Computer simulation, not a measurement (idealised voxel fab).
The name of this process module is voxel ribs on slabs.
Cross-section cut: width 190 nm, square cells of 5 nm.
In this document a cross-section is written as a grid of square cells. It is given as a series of bands, listed from the top down, and a band is one or more rows of cells.
Per band: top height and bottom height in nm, followed by the left-to-right materials and their widths in nm; "edge to edge" marks a single material spanning edge to edge, "blank" marks empty space.
Measure heights from 0. That's the level where, below it, the as-received wafer is all one material. The lowest band is bottomless and extends downward; write it as in "from 0 down".
Note: "30->40" means the width goes from the first number (top row of the band) to the second number (bottom row) in equal steps per row of cells.
Step marked "identical to before"? Then no cell in the cross-section changed in it.
In the "Closed void entries" entry, you get each enclosed empty space of 8 cells or more, one with no open way to the top, written width x height at distance, distance from the left edge, in nm.
Past the settings on a step's line: simulator remark, on that step.
A step line may carry the setting "overlay nm", which, for steps involving a mask, states the distance by which the mask lay to the right of its intended position; negative values denote displacement to the left.

Steps in the process plan:
step 1: RECEIVE: material Si
step 2: DIRECTIONAL_DEP: material SiO2, thk nm 30
step 3: DIRECTIONAL_DEP: material SiN, thk nm 25
step 4: MASKED_ETCH: tone cover, mask id RIB, width nm 20, etch materials SiN, depth nm 20, overlay nm 0
step 5: PATTERN: tone cover, mask id SLAB, material resist, width nm 60, thk nm 20, overlay nm 0
step 6: DIRECTIONAL_ETCH: etch materials SiN, depth nm 5
step 7: STRIP: etch materials resist
step 8: FILL_DEP: material SiO2, thk nm 15
step 9: CMP: height nm 65
step 10: DIRECTIONAL_DEP: material TiN, thk nm 5
step 11: DIRECTIONAL_DEP: material aC, thk nm 10
step 12: PATTERN: tone cover, mask id HEATER, material resist, width nm 30, thk nm 25, overlay nm 0
step 13: DIRECTIONAL_ETCH: etch materials aC, depth nm 10
step 14: STRIP: etch materials resist
step 15: DIRECTIONAL_ETCH: etch materials TiN, depth nm 5
step 16: STRIP: etch materials aC
step 17: CONFORMAL_DEP: material SiO2, thk nm 5

As-received state of the wafer in cross-section, equivalent to post-step 1:
- from 0 down  Si edge to edge
- Closed void entries: none

End-of-module cross-section. Starting structure and process plan as above; one mistake made in running it:
- from 75 to 70  blank (75); SiO2 (40); blank (75)
- from 70 to 65  SiO2 (80); TiN (30); SiO2 (80)
- from 65 to 60  SiO2 (65); SiN (60); SiO2 (65)
- from 60 to 0  SiO2 edge to edge
- from 0 down  Si edge to edge
- Closed void entries: none
Deviation from plan: in the plan, step 2 was performed twice
